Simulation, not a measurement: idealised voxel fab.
Proc. module: voxel air gaps
The figure presents cross-section cut, which has a width of 295 nm and is divided into square cells with an edge length of 5 nm.
We lay out every cross-section as a grid of square cells and spell it out in bands from the top down, where one band means one or more rows of cells.
First you get the band's top height and its bottom height, in nm, and then the materials it's made of, left to right, with each width in nm. If you see a single material with "everywhere", that one covers the band edge to edge. "blank" is empty space.
Ref level 0: as-received wafer is one material below here. Bottom band extends down with no lower bound ("0..down").
A two-number width, for instance "30->40", indicates that the width is equal to the first number in the top row of the band and to the second number in the bottom row, and that it changes by a constant amount per row of cells.
"changes: none" (step): cross-section cells unchanged, all of them.
"Trapped cavities": sealed empty spaces, 8 cells or more, no open way to top, listed width x height at distance, with distance from the left edge and width, height and distance in nm.
Heads up: the bit after the settings on a step's line is the simulator's remark on that step.
"overlay nm" answers the question of how far to the right of plan the mask lay on a step that has a mask, and when it is negative the answer is to the left.
[Intended process steps]
| 1 | RECEIVE: material Si |
| 2 | CONFORMAL_DEP: material SiO2, thk nm 15 |
| 3 | CONFORMAL_DEP: material SiCN, thk nm 5 |
| 4 | DIRECTIONAL_DEP: material SiO2, thk nm 40 |
| 5 | DIRECTIONAL_DEP: material aC, thk nm 10 |
| 6 | PATTERN: tone open, mask id LINES, material resist, width nm 15, pitch nm 45, thk nm 30, overlay nm 0 |
| 7 | DIRECTIONAL_ETCH: etch materials aC, depth nm 10 |
| 8 | STRIP: etch materials resist |
| 9 | DIRECTIONAL_ETCH: etch materials SiO2, depth nm 40 |
| 10 | STRIP: etch materials aC |
| 11 | CONFORMAL_DEP: material TiN, thk nm 5 |
| 12 | FILL_DEP: material W, thk nm 5 |
| 13 | CMP: height nm 60 |
| 14 | EPI: material Ru, thk nm 10 |
| 15 | SELECTIVE_ETCH: etch materials SiO2, depth nm 50 |
| 16 | CONFORMAL_DEP: material SiCN, thk nm 5 |
[The first wafer of two, processed as planned]
[Cross-sectional view of the wafer in its as-received condition, corresponding to the state after step 1]
> 0..down | Si everywhere
> Trapped cavities: none
[How the wafer stands in section after step 2]
> 15..0 | SiO2 everywhere
> At heights below 0, the structure remains unaltered.
[How the wafer stands in section after step 3]
> 20..15 | SiCN everywhere
> At heights below 15, the structure remains unaltered.
[How the wafer stands in section after step 4]
> 60..20 | SiO2 everywhere
> At heights below 20, the structure remains unaltered.
[How the wafer stands in section after step 5]
> 70..60 | aC everywhere
> At heights below 60, the structure remains unaltered.
[How the wafer stands in section after step 6]
> 100..70 | 95 nm resist  15 nm blank  30 nm resist  15 nm blank  30 nm resist  15 nm blank  95 nm resist
> At heights below 70, the structure remains unaltered.
[How the wafer stands in section after step 7]
> 90..70 | 95 nm resist  15 nm blank  30 nm resist  15 nm blank  30 nm resist  15 nm blank  95 nm resist
> 70..60 | 95 nm aC  15 nm blank  30 nm aC  15 nm blank  30 nm aC  15 nm blank  95 nm aC
> At heights below 60, the structure remains unaltered.
[How the wafer stands in section after step 8]
> 70..60 | 95 nm aC  15 nm blank  30 nm aC  15 nm blank  30 nm aC  15 nm blank  95 nm aC
> At heights below 60, the structure remains unaltered.
[How the wafer stands in section after step 9]
> 70..60 | 95 nm aC  15 nm blank  30 nm aC  15 nm blank  30 nm aC  15 nm blank  95 nm aC
> 60..20 | 95 nm SiO2  15 nm blank  30 nm SiO2  15 nm blank  30 nm SiO2  15 nm blank  95 nm SiO2
> At heights below 20, the structure remains unaltered.
[How the wafer stands in section after step 10]
> 60..20 | 95 nm SiO2  15 nm blank  30 nm SiO2  15 nm blank  30 nm SiO2  15 nm blank  95 nm SiO2
> At heights below 20, the structure remains unaltered.
[How the wafer stands in section after step 11]
> 65..60 | 100 nm TiN  5 nm blank  40 nm TiN  5 nm blank  40 nm TiN  5 nm blank  100 nm TiN
> 60..25 | 95 nm SiO2  5 nm TiN  5 nm blank  5 nm TiN  30 nm SiO2  5 nm TiN  5 nm blank  5 nm TiN  30 nm SiO2  5 nm TiN  5 nm blank  5 nm TiN  95 nm SiO2
> 25..20 | 95 nm SiO2  15 nm TiN  30 nm SiO2  15 nm TiN  30 nm SiO2  15 nm TiN  95 nm SiO2
> At heights below 20, the structure remains unaltered.
[How the wafer stands in section after step 12]
> 70..65 | W everywhere
> 65..60 | 100 nm TiN  5 nm W  40 nm TiN  5 nm W  40 nm TiN  5 nm W  100 nm TiN
> 60..25 | 95 nm SiO2  5 nm TiN  5 nm W  5 nm TiN  30 nm SiO2  5 nm TiN  5 nm W  5 nm TiN  30 nm SiO2  5 nm TiN  5 nm W  5 nm TiN  95 nm SiO2
> At heights below 25, the structure remains unaltered.
[How the wafer stands in section after step 13]
> 60..25 | 95 nm SiO2  5 nm TiN  5 nm W  5 nm TiN  30 nm SiO2  5 nm TiN  5 nm W  5 nm TiN  30 nm SiO2  5 nm TiN  5 nm W  5 nm TiN  95 nm SiO2
> At heights below 25, the structure remains unaltered.
[How the wafer stands in section after step 14]
> 70..60 | 85 nm blank  35 nm Ru  10 nm blank  35 nm Ru  10 nm blank  35 nm Ru  85 nm blank
> At heights below 60, the structure remains unaltered.
[How the wafer stands in section after step 15]
> 70..60 | 85 nm blank  35 nm Ru  10 nm blank  35 nm Ru  10 nm blank  35 nm Ru  85 nm blank
> 60..25 | 95 nm blank  5 nm TiN  5 nm W  5 nm TiN  30 nm blank  5 nm TiN  5 nm W  5 nm TiN  30 nm blank  5 nm TiN  5 nm W  5 nm TiN  95 nm blank
> 25..20 | 95 nm blank  15 nm TiN  30 nm blank  15 nm TiN  30 nm blank  15 nm TiN  95 nm blank
> At heights below 20, the structure remains unaltered.
[How the wafer stands in section after step 16]
> 75..70 | 80 nm blank  135 nm SiCN  80 nm blank
> 70..60 | 80 nm blank  5 nm SiCN  35 nm Ru  10 nm SiCN  35 nm Ru  10 nm SiCN  35 nm Ru  5 nm SiCN  80 nm blank
> 60..55 | 80 nm blank  15 nm SiCN  5 nm TiN  5 nm W  5 nm TiN  30 nm SiCN  5 nm TiN  5 nm W  5 nm TiN  30 nm SiCN  5 nm TiN  5 nm W  5 nm TiN  15 nm SiCN  80 nm blank
> 55..25 | 90 nm blank  5 nm SiCN  5 nm TiN  5 nm W  5 nm TiN  5 nm SiCN  20 nm blank  5 nm SiCN  5 nm TiN  5 nm W  5 nm TiN  5 nm SiCN  20 nm blank  5 nm SiCN  5 nm TiN  5 nm W  5 nm TiN  5 nm SiCN  90 nm blank
> 25..20 | 95 nm SiCN  15 nm TiN  30 nm SiCN  15 nm TiN  30 nm SiCN  15 nm TiN  95 nm SiCN
> At heights below 20, the structure remains unaltered.
> Trapped cavities: 20 x 30 at 115; 20 x 30 at 160
[Second of two: same start, same plan, one run error; steps up to and including 5 match the first]
[Planned end of step 6: second wafer, cross-section]
> 100..70 | 95 nm resist  20 nm blank  25 nm resist  20 nm blank  25 nm resist  20 nm blank  90 nm resist
> At heights below 70, the structure remains unaltered.
[Planned end of step 7: second wafer, cross-section]
> 90..70 | 95 nm resist  20 nm blank  25 nm resist  20 nm blank  25 nm resist  20 nm blank  90 nm resist
> 70..60 | 95 nm aC  20 nm blank  25 nm aC  20 nm blank  25 nm aC  20 nm blank  90 nm aC
> At heights below 60, the structure remains unaltered.
[Planned end of step 8: second wafer, cross-section]
> 70..60 | 95 nm aC  20 nm blank  25 nm aC  20 nm blank  25 nm aC  20 nm blank  90 nm aC
> At heights below 60, the structure remains unaltered.
[Planned end of step 9: second wafer, cross-section]
> 70..60 | 95 nm aC  20 nm blank  25 nm aC  20 nm blank  25 nm aC  20 nm blank  90 nm aC
> 60..20 | 95 nm SiO2  20 nm blank  25 nm SiO2  20 nm blank  25 nm SiO2  20 nm blank  90 nm SiO2
> At heights below 20, the structure remains unaltered.
[Planned end of step 10: second wafer, cross-section]
> 60..20 | 95 nm SiO2  20 nm blank  25 nm SiO2  20 nm blank  25 nm SiO2  20 nm blank  90 nm SiO2
> At heights below 20, the structure remains unaltered.
[Planned end of step 11: second wafer, cross-section]
> 65..60 | 100 nm TiN  10 nm blank  35 nm TiN  10 nm blank  35 nm TiN  10 nm blank  95 nm TiN
> 60..25 | 95 nm SiO2  5 nm TiN  10 nm blank  5 nm TiN  25 nm SiO2  5 nm TiN  10 nm blank  5 nm TiN  25 nm SiO2  5 nm TiN  10 nm blank  5 nm TiN  90 nm SiO2
> 25..20 | 95 nm SiO2  20 nm TiN  25 nm SiO2  20 nm TiN  25 nm SiO2  20 nm TiN  90 nm SiO2
> At heights below 20, the structure remains unaltered.
[Planned end of step 12: second wafer, cross-section]
> 70..65 | W everywhere
> 65..60 | 100 nm TiN  10 nm W  35 nm TiN  10 nm W  35 nm TiN  10 nm W  95 nm TiN
> 60..25 | 95 nm SiO2  5 nm TiN  10 nm W  5 nm TiN  25 nm SiO2  5 nm TiN  10 nm W  5 nm TiN  25 nm SiO2  5 nm TiN  10 nm W  5 nm TiN  90 nm SiO2
> At heights below 25, the structure remains unaltered.
[Planned end of step 13: second wafer, cross-section]
> 60..25 | 95 nm SiO2  5 nm TiN  10 nm W  5 nm TiN  25 nm SiO2  5 nm TiN  10 nm W  5 nm TiN  25 nm SiO2  5 nm TiN  10 nm W  5 nm TiN  90 nm SiO2
> At heights below 25, the structure remains unaltered.
[Planned end of step 14: second wafer, cross-section]
> 70..60 | 85 nm blank  40 nm Ru  5 nm blank  40 nm Ru  5 nm blank  40 nm Ru  80 nm blank
> At heights below 60, the structure remains unaltered.
[Planned end of step 15: second wafer, cross-section]
> 70..60 | 85 nm blank  40 nm Ru  5 nm blank  40 nm Ru  5 nm blank  40 nm Ru  80 nm blank
> 60..25 | 95 nm blank  5 nm TiN  10 nm W  5 nm TiN  25 nm blank  5 nm TiN  10 nm W  5 nm TiN  25 nm blank  5 nm TiN  10 nm W  5 nm TiN  90 nm blank
> 25..20 | 95 nm blank  20 nm TiN  25 nm blank  20 nm TiN  25 nm blank  20 nm TiN  90 nm blank
> At heights below 20, the structure remains unaltered.
[Planned end of step 16: second wafer, cross-section]
> 75..70 | 80 nm blank  140 nm SiCN  75 nm blank
> 70..60 | 80 nm blank  5 nm SiCN  40 nm Ru  5 nm SiCN  40 nm Ru  5 nm SiCN  40 nm Ru  5 nm SiCN  75 nm blank
> 60..55 | 80 nm blank  15 nm SiCN  5 nm TiN  10 nm W  5 nm TiN  25 nm SiCN  5 nm TiN  10 nm W  5 nm TiN  25 nm SiCN  5 nm TiN  10 nm W  5 nm TiN  15 nm SiCN  75 nm blank
> 55..25 | 90 nm blank  5 nm SiCN  5 nm TiN  10 nm W  5 nm TiN  5 nm SiCN  15 nm blank  5 nm SiCN  5 nm TiN  10 nm W  5 nm TiN  5 nm SiCN  15 nm blank  5 nm SiCN  5 nm TiN  10 nm W  5 nm TiN  5 nm SiCN  85 nm blank
> 25..20 | 95 nm SiCN  20 nm TiN  25 nm SiCN  20 nm TiN  25 nm SiCN  20 nm TiN  90 nm SiCN
> At heights below 20, the structure remains unaltered.
> Trapped cavities: 15 x 30 at 120; 15 x 30 at 165
Deviation from plan: the process deviated at step 6: the operation and settings actually run there were PATTERN: tone open, mask id LINES, material resist, width nm 20, pitch nm 45, thk nm 30, overlay nm 0
Counted in cells at the end, the second wafer holds more or fewer of these materials than the first: Ru +6, SiCN -8, TiN +3, W +21
